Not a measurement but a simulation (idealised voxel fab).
process module | voxel self aligned contacts
Shown is cross-section cut, with a width of 200 nm and square cells of size 5 nm.
Format of a cross-section: grid, square cells. Given as bands. Order: top down. Band: one or more rows of cells.
Read a band's entry like this: the first values are the height of its top and the height of its bottom in nm, and what follows is the sequence of materials from left to right, each with its width in nm. Note that "blank" is empty space, and that a single material marked "edge to edge" reaches across the band from edge to edge.
Height 0 is the level under which the wafer as received is all one material. The lowest band goes on downwards, as in "0 nm and below".
A width such as "30->40" changes by the same amount from each row of cells to the next, from the band's top row to its bottom row.
"remains unaltered" after a step means that no cell of the cross-section changed.
Empty spaces without an open route to the top, at least 8 cells in extent, make up the entry "Enclosed void entries"; each is given as width x height at distance, where the distance is measured from the left edge, and all are in nm.
Read whatever lies past the settings on a step's line as the simulator's own remark about the step.
overlay nm, on a step with a mask: how far to the right of its planned place the mask lay; to the left if negative
THE PLANNED PROCESS STEPS ARE ENUMERATED HEREUNDER
step 1: RECEIVE, material Si
step 2: OXIDIZE, depth nm 5
step 3: DIRECTIONAL_DEP, material polySi, thk nm 30
step 4: DIRECTIONAL_DEP, material SiN, thk nm 20
step 5: DIRECTIONAL_DEP, material aC, thk nm 15
step 6: PATTERN, tone cover, mask id GATE, material resist, width nm 25, pitch nm 60, thk nm 35, overlay nm 0
step 7: DIRECTIONAL_ETCH, etch materials aC, depth nm 15
step 8: STRIP, etch materials resist
step 9: DIRECTIONAL_ETCH, etch materials SiN, depth nm 20
step 10: DIRECTIONAL_ETCH, etch materials polySi, depth nm 30
step 11: STRIP, etch materials aC
step 12: CONFORMAL_DEP, material SiN, thk nm 10
step 13: DIRECTIONAL_ETCH, etch materials SiN, depth nm 10
step 14: FILL_DEP, material SiO2, thk nm 20
step 15: CMP, height nm 60
step 16: PATTERN, tone open, mask id CONTACT, material resist, width nm 45, pitch nm 60, thk nm 15, overlay nm 0
step 17: DIRECTIONAL_ETCH, etch materials SiO2, depth nm 65
step 18: STRIP, etch materials resist
step 19: CONFORMAL_DEP, material TiN, thk nm 5
step 20: FILL_DEP, material Ru, thk nm 10
step 21: CMP, height nm 60
step 22: CONFORMAL_DEP, material SiCN, thk nm 5
WAFER, FIRST OF TWO, RUN AS PLANNED
SO THIS IS THE INCOMING WAFER IN CROSS-SECTION - IT'S ALREADY BEEN THROUGH STEP 1
* 0 nm and below | Si edge to edge
* Enclosed void entries: none
SECTIONAL VIEW: WAFER, AFTER STEP 2
* 0 nm to -5 nm | SiO2 edge to edge
* For the remainder of the cross-section, below -5, there is no change.
SECTIONAL VIEW: WAFER, AFTER STEP 3
* 30 nm to 0 nm | polySi edge to edge
* For the remainder of the cross-section, below 0, there is no change.
SECTIONAL VIEW: WAFER, AFTER STEP 4
* 50 nm to 30 nm | SiN edge to edge
* For the remainder of the cross-section, below 30, there is no change.
SECTIONAL VIEW: WAFER, AFTER STEP 5
* 65 nm to 50 nm | aC edge to edge
* For the remainder of the cross-section, below 50, there is no change.
SECTIONAL VIEW: WAFER, AFTER STEP 6
* 100 nm to 65 nm | blank 25 / resist 25 / blank 35 / resist 25 / blank 35 / resist 25 / blank 30
* For the remainder of the cross-section, below 65, there is no change.
SECTIONAL VIEW: WAFER, AFTER STEP 7
* 85 nm to 65 nm | blank 25 / resist 25 / blank 35 / resist 25 / blank 35 / resist 25 / blank 30
* 65 nm to 50 nm | blank 25 / aC 25 / blank 35 / aC 25 / blank 35 / aC 25 / blank 30
* For the remainder of the cross-section, below 50, there is no change.
SECTIONAL VIEW: WAFER, AFTER STEP 8
* 65 nm to 50 nm | blank 25 / aC 25 / blank 35 / aC 25 / blank 35 / aC 25 / blank 30
* For the remainder of the cross-section, below 50, there is no change.
SECTIONAL VIEW: WAFER, AFTER STEP 9
* 65 nm to 50 nm | blank 25 / aC 25 / blank 35 / aC 25 / blank 35 / aC 25 / blank 30
* 50 nm to 30 nm | blank 25 / SiN 25 / blank 35 / SiN 25 / blank 35 / SiN 25 / blank 30
* For the remainder of the cross-section, below 30, there is no change.
SECTIONAL VIEW: WAFER, AFTER STEP 10
* 65 nm to 50 nm | blank 25 / aC 25 / blank 35 / aC 25 / blank 35 / aC 25 / blank 30
* 50 nm to 30 nm | blank 25 / SiN 25 / blank 35 / SiN 25 / blank 35 / SiN 25 / blank 30
* 30 nm to 0 nm | blank 25 / polySi 25 / blank 35 / polySi 25 / blank 35 / polySi 25 / blank 30
* For the remainder of the cross-section, below 0, there is no change.
SECTIONAL VIEW: WAFER, AFTER STEP 11
* 50 nm to 30 nm | blank 25 / SiN 25 / blank 35 / SiN 25 / blank 35 / SiN 25 / blank 30
* For the remainder of the cross-section, below 30, there is no change.
SECTIONAL VIEW: WAFER, AFTER STEP 12
* 60 nm to 30 nm | blank 15 / SiN 45 / blank 15 / SiN 45 / blank 15 / SiN 45 / blank 20
* 30 nm to 10 nm | blank 15 / SiN 10 / polySi 25 / SiN 10 / blank 15 / SiN 10 / polySi 25 / SiN 10 / blank 15 / SiN 10 / polySi 25 / SiN 10 / blank 20
* 10 nm to 0 nm | SiN 25 / polySi 25 / SiN 35 / polySi 25 / SiN 35 / polySi 25 / SiN 30
* For the remainder of the cross-section, below 0, there is no change.
SECTIONAL VIEW: WAFER, AFTER STEP 13
* 50 nm to 30 nm | blank 15 / SiN 45 / blank 15 / SiN 45 / blank 15 / SiN 45 / blank 20
* 30 nm to 0 nm | blank 15 / SiN 10 / polySi 25 / SiN 10 / blank 15 / SiN 10 / polySi 25 / SiN 10 / blank 15 / SiN 10 / polySi 25 / SiN 10 / blank 20
* For the remainder of the cross-section, below 0, there is no change.
SECTIONAL VIEW: WAFER, AFTER STEP 14
* 70 nm to 50 nm | SiO2 edge to edge
* 50 nm to 30 nm | SiO2 15 / SiN 45 / SiO2 15 / SiN 45 / SiO2 15 / SiN 45 / SiO2 20
* 30 nm to 0 nm | SiO2 15 / SiN 10 / polySi 25 / SiN 10 / SiO2 15 / SiN 10 / polySi 25 / SiN 10 / SiO2 15 / SiN 10 / polySi 25 / SiN 10 / SiO2 20
* For the remainder of the cross-section, below 0, there is no change.
SECTIONAL VIEW: WAFER, AFTER STEP 15
* 60 nm to 50 nm | SiO2 edge to edge
* For the remainder of the cross-section, below 50, there is no change.
SECTIONAL VIEW: WAFER, AFTER STEP 16
* 75 nm to 60 nm | resist 45 / blank 45 / resist 15 / blank 45 / resist 50
* For the remainder of the cross-section, below 60, there is no change.
SECTIONAL VIEW: WAFER, AFTER STEP 17
* 75 nm to 60 nm | resist 45 / blank 45 / resist 15 / blank 45 / resist 50
* 60 nm to 50 nm | SiO2 45 / blank 45 / SiO2 15 / blank 45 / SiO2 50
* 50 nm to 30 nm | SiO2 15 / SiN 45 / blank 15 / SiN 45 / blank 15 / SiN 45 / SiO2 20
* 30 nm to 0 nm | SiO2 15 / SiN 10 / polySi 25 / SiN 10 / blank 15 / SiN 10 / polySi 25 / SiN 10 / blank 15 / SiN 10 / polySi 25 / SiN 10 / SiO2 20
* 0 nm to -5 nm | SiO2 60 / blank 15 / SiO2 45 / blank 15 / SiO2 65
* For the remainder of the cross-section, below -5, there is no change.
SECTIONAL VIEW: WAFER, AFTER STEP 18
* 60 nm to 50 nm | SiO2 45 / blank 45 / SiO2 15 / blank 45 / SiO2 50
* For the remainder of the cross-section, below 50, there is no change.
SECTIONAL VIEW: WAFER, AFTER STEP 19
* 65 nm to 60 nm | TiN 50 / blank 35 / TiN 25 / blank 35 / TiN 55
* 60 nm to 50 nm | SiO2 45 / TiN 5->20 / blank 35->5 / TiN 5->20 / SiO2 15 / TiN 5->20 / blank 35->5 / TiN 5->20 / SiO2 50
* 50 nm to 30 nm | SiO2 15 / SiN 45 / TiN 5 / blank 5 / TiN 5 / SiN 45 / TiN 5 / blank 5 / TiN 5 / SiN 45 / SiO2 20
* 30 nm to 0 nm | SiO2 15 / SiN 10 / polySi 25 / SiN 10 / TiN 5 / blank 5 / TiN 5 / SiN 10 / polySi 25 / SiN 10 / TiN 5 / blank 5 / TiN 5 / SiN 10 / polySi 25 / SiN 10 / SiO2 20
* 0 nm to -5 nm | SiO2 60 / TiN 15 / SiO2 45 / TiN 15 / SiO2 65
* For the remainder of the cross-section, below -5, there is no change.
SECTIONAL VIEW: WAFER, AFTER STEP 20
* 75 nm to 65 nm | Ru edge to edge
* 65 nm to 60 nm | TiN 50 / Ru 35 / TiN 25 / Ru 35 / TiN 55
* 60 nm to 50 nm | SiO2 45 / TiN 5->20 / Ru 35->5 / TiN 5->20 / SiO2 15 / TiN 5->20 / Ru 35->5 / TiN 5->20 / SiO2 50
* 50 nm to 30 nm | SiO2 15 / SiN 45 / TiN 5 / Ru 5 / TiN 5 / SiN 45 / TiN 5 / Ru 5 / TiN 5 / SiN 45 / SiO2 20
* 30 nm to 0 nm | SiO2 15 / SiN 10 / polySi 25 / SiN 10 / TiN 5 / Ru 5 / TiN 5 / SiN 10 / polySi 25 / SiN 10 / TiN 5 / Ru 5 / TiN 5 / SiN 10 / polySi 25 / SiN 10 / SiO2 20
* For the remainder of the cross-section, below 0, there is no change.
SECTIONAL VIEW: WAFER, AFTER STEP 21
* 60 nm to 50 nm | SiO2 45 / TiN 5->20 / Ru 35->5 / TiN 5->20 / SiO2 15 / TiN 5->20 / Ru 35->5 / TiN 5->20 / SiO2 50
* For the remainder of the cross-section, below 50, there is no change.
SECTIONAL VIEW: WAFER, AFTER STEP 22
* 65 nm to 60 nm | SiCN edge to edge
* For the remainder of the cross-section, below 60, there is no change.
REGARDING THE SECOND OF THE TWO WAFERS: IT SHARED THE FIRST WAFER'S STARTING CONDITION AND PROCESS PLAN, YET ONE ERROR OCCURRED DURING ITS EXECUTION. ITS HISTORY COINCIDES WITH THAT OF THE FIRST WAFER UP TO AND INCLUDING STEP 5
SECOND WAFER PROFILE IN SECTION, AT THE MOMENT STEP 6 OF THE PLAN WAS MEANT TO BE COMPLETE
* 100 nm to 65 nm | resist 25 / blank 25 / resist 35 / blank 25 / resist 35 / blank 25 / resist 30
* For the remainder of the cross-section, below 65, there is no change.
SECOND WAFER PROFILE IN SECTION, AT THE MOMENT STEP 7 OF THE PLAN WAS MEANT TO BE COMPLETE
* 85 nm to 65 nm | resist 25 / blank 25 / resist 35 / blank 25 / resist 35 / blank 25 / resist 30
* 65 nm to 50 nm | aC 25 / blank 25 / aC 35 / blank 25 / aC 35 / blank 25 / aC 30
* For the remainder of the cross-section, below 50, there is no change.
SECOND WAFER PROFILE IN SECTION, AT THE MOMENT STEP 8 OF THE PLAN WAS MEANT TO BE COMPLETE
* 65 nm to 50 nm | aC 25 / blank 25 / aC 35 / blank 25 / aC 35 / blank 25 / aC 30
* For the remainder of the cross-section, below 50, there is no change.
SECOND WAFER PROFILE IN SECTION, AT THE MOMENT STEP 9 OF THE PLAN WAS MEANT TO BE COMPLETE
* 65 nm to 50 nm | aC 25 / blank 25 / aC 35 / blank 25 / aC 35 / blank 25 / aC 30
* 50 nm to 30 nm | SiN 25 / blank 25 / SiN 35 / blank 25 / SiN 35 / blank 25 / SiN 30
* For the remainder of the cross-section, below 30, there is no change.
SECOND WAFER PROFILE IN SECTION, AT THE MOMENT STEP 10 OF THE PLAN WAS MEANT TO BE COMPLETE
* 65 nm to 50 nm | aC 25 / blank 25 / aC 35 / blank 25 / aC 35 / blank 25 / aC 30
* 50 nm to 30 nm | SiN 25 / blank 25 / SiN 35 / blank 25 / SiN 35 / blank 25 / SiN 30
* 30 nm to 0 nm | polySi 25 / blank 25 / polySi 35 / blank 25 / polySi 35 / blank 25 / polySi 30
* For the remainder of the cross-section, below 0, there is no change.
SECOND WAFER PROFILE IN SECTION, AT THE MOMENT STEP 11 OF THE PLAN WAS MEANT TO BE COMPLETE
* 50 nm to 30 nm | SiN 25 / blank 25 / SiN 35 / blank 25 / SiN 35 / blank 25 / SiN 30
* For the remainder of the cross-section, below 30, there is no change.
SECOND WAFER PROFILE IN SECTION, AT THE MOMENT STEP 12 OF THE PLAN WAS MEANT TO BE COMPLETE
* 60 nm to 30 nm | SiN 35 / blank 5 / SiN 55 / blank 5 / SiN 55 / blank 5 / SiN 40
* 30 nm to 10 nm | polySi 25 / SiN 10 / blank 5 / SiN 10 / polySi 35 / SiN 10 / blank 5 / SiN 10 / polySi 35 / SiN 10 / blank 5 / SiN 10 / polySi 30
* 10 nm to 0 nm | polySi 25 / SiN 25 / polySi 35 / SiN 25 / polySi 35 / SiN 25 / polySi 30
* For the remainder of the cross-section, below 0, there is no change.
SECOND WAFER PROFILE IN SECTION, AT THE MOMENT STEP 13 OF THE PLAN WAS MEANT TO BE COMPLETE
* 50 nm to 30 nm | SiN 35 / blank 5 / SiN 55 / blank 5 / SiN 55 / blank 5 / SiN 40
* 30 nm to 0 nm | polySi 25 / SiN 10 / blank 5 / SiN 10 / polySi 35 / SiN 10 / blank 5 / SiN 10 / polySi 35 / SiN 10 / blank 5 / SiN 10 / polySi 30
* For the remainder of the cross-section, below 0, there is no change.
SECOND WAFER PROFILE IN SECTION, AT THE MOMENT STEP 14 OF THE PLAN WAS MEANT TO BE COMPLETE
* 70 nm to 50 nm | SiO2 edge to edge
* 50 nm to 30 nm | SiN 35 / SiO2 5 / SiN 55 / SiO2 5 / SiN 55 / SiO2 5 / SiN 40
* 30 nm to 0 nm | polySi 25 / SiN 10 / SiO2 5 / SiN 10 / polySi 35 / SiN 10 / SiO2 5 / SiN 10 / polySi 35 / SiN 10 / SiO2 5 / SiN 10 / polySi 30
* For the remainder of the cross-section, below 0, there is no change.
SECOND WAFER PROFILE IN SECTION, AT THE MOMENT STEP 15 OF THE PLAN WAS MEANT TO BE COMPLETE
* 60 nm to 50 nm | SiO2 edge to edge
* For the remainder of the cross-section, below 50, there is no change.
SECOND WAFER PROFILE IN SECTION, AT THE MOMENT STEP 16 OF THE PLAN WAS MEANT TO BE COMPLETE
* 75 nm to 60 nm | resist 45 / blank 45 / resist 15 / blank 45 / resist 50
* For the remainder of the cross-section, below 60, there is no change.
SECOND WAFER PROFILE IN SECTION, AT THE MOMENT STEP 17 OF THE PLAN WAS MEANT TO BE COMPLETE
* 75 nm to 60 nm | resist 45 / blank 45 / resist 15 / blank 45 / resist 50
* 60 nm to 50 nm | SiO2 45 / blank 45 / SiO2 15 / blank 45 / SiO2 50
* For the remainder of the cross-section, below 50, there is no change.
SECOND WAFER PROFILE IN SECTION, AT THE MOMENT STEP 18 OF THE PLAN WAS MEANT TO BE COMPLETE
* 60 nm to 50 nm | SiO2 45 / blank 45 / SiO2 15 / blank 45 / SiO2 50
* For the remainder of the cross-section, below 50, there is no change.
SECOND WAFER PROFILE IN SECTION, AT THE MOMENT STEP 19 OF THE PLAN WAS MEANT TO BE COMPLETE
* 65 nm to 60 nm | TiN 50 / blank 35 / TiN 25 / blank 35 / TiN 55
* 60 nm to 55 nm | SiO2 45 / TiN 5 / blank 35 / TiN 5 / SiO2 15 / TiN 5 / blank 35 / TiN 5 / SiO2 50
* 55 nm to 50 nm | SiO2 45 / TiN 45 / SiO2 15 / TiN 45 / SiO2 50
* For the remainder of the cross-section, below 50, there is no change.
SECOND WAFER PROFILE IN SECTION, AT THE MOMENT STEP 20 OF THE PLAN WAS MEANT TO BE COMPLETE
* 75 nm to 65 nm | Ru edge to edge
* 65 nm to 60 nm | TiN 50 / Ru 35 / TiN 25 / Ru 35 / TiN 55
* 60 nm to 55 nm | SiO2 45 / TiN 5 / Ru 35 / TiN 5 / SiO2 15 / TiN 5 / Ru 35 / TiN 5 / SiO2 50
* For the remainder of the cross-section, below 55, there is no change.
SECOND WAFER PROFILE IN SECTION, AT THE MOMENT STEP 21 OF THE PLAN WAS MEANT TO BE COMPLETE
* 60 nm to 55 nm | SiO2 45 / TiN 5 / Ru 35 / TiN 5 / SiO2 15 / TiN 5 / Ru 35 / TiN 5 / SiO2 50
* For the remainder of the cross-section, below 55, there is no change.
SECOND WAFER PROFILE IN SECTION, AT THE MOMENT STEP 22 OF THE PLAN WAS MEANT TO BE COMPLETE
* 65 nm to 60 nm | SiCN edge to edge
* For the remainder of the cross-section, below 60, there is no change.
Deviation from plan: step 6 deviated from plan and actually ran as PATTERN, tone open, mask id GATE, material resist, width nm 25, pitch nm 60, thk nm 35, overlay nm 0
Materials where the second wafer ends with more or fewer cells than the first: -22 Ru; +40 SiN; -34 SiO2; -44 TiN; +60 polySi
